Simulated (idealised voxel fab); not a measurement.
process module | voxel released beams
cross-section cut | 165 nm wide | cells 5 nm
A cross-section is a grid of square cells, given in bands from the top down. A band is one or more rows of cells.
Each band's line starts with the height of the band's top and of its bottom, in nm. Then come its materials from left to right, each with its width in nm. One material with "throughout" fills the band from edge to edge. "air" is empty space.
Height 0 is the level under which the wafer as received is all one material. The lowest band goes on downwards, as in "0 down".
A width such as "30 to 40" changes by the same amount from each row of cells to the next, from the band's top row to its bottom row.
"no change" after a step means that no cell of the cross-section changed.
closed voids: empty space of 8 cells or more with no open way to the top, each as width x height at its distance from the left edge, in nm
after a step's settings: what the simulator itself notes on the step
overlay nm, on a step with a mask: how far to the right of its planned place the mask lay; to the left if negative
plan
1 op RECEIVE | material Si
2 op CONFORMAL_DEP | material SiN | thk nm 10
3 op DIRECTIONAL_DEP | material SiO2 | thk nm 20
4 op DIRECTIONAL_DEP | material aC | thk nm 15
5 op PATTERN | tone open | mask id ANCHOR | material resist | width nm 35 | thk nm 30 | overlay nm 0
6 op DIRECTIONAL_ETCH | etch materials aC | depth nm 15
7 op STRIP | etch materials resist
8 op DIRECTIONAL_ETCH | etch materials SiO2 | depth nm 20
9 op STRIP | etch materials aC
10 op CONFORMAL_DEP | material polySi | thk nm 15
11 op DIRECTIONAL_DEP | material aC | thk nm 15
12 op PATTERN | tone cover | mask id BEAM | material resist | width nm 95 | thk nm 35 | overlay nm 0
13 op DIRECTIONAL_ETCH | etch materials aC | depth nm 15
14 op STRIP | etch materials resist
15 op DIRECTIONAL_ETCH | etch materials polySi | depth nm 15
16 op STRIP | etch materials aC
17 op STRIP | etch materials SiO2
as received, after step 1
  0 down: Si throughout
  closed voids: none
a wafer at the end: this start, this plan, one mistake
  60 to 45: air 30 | polySi 95 | air 40
  45 to 30: polySi throughout
  30 to 10: SiO2 35 | polySi 35 | SiO2 95
  10 to 0: SiN throughout
  0 down: Si throughout
  closed voids: none
what went wrong: step 10 was run twice
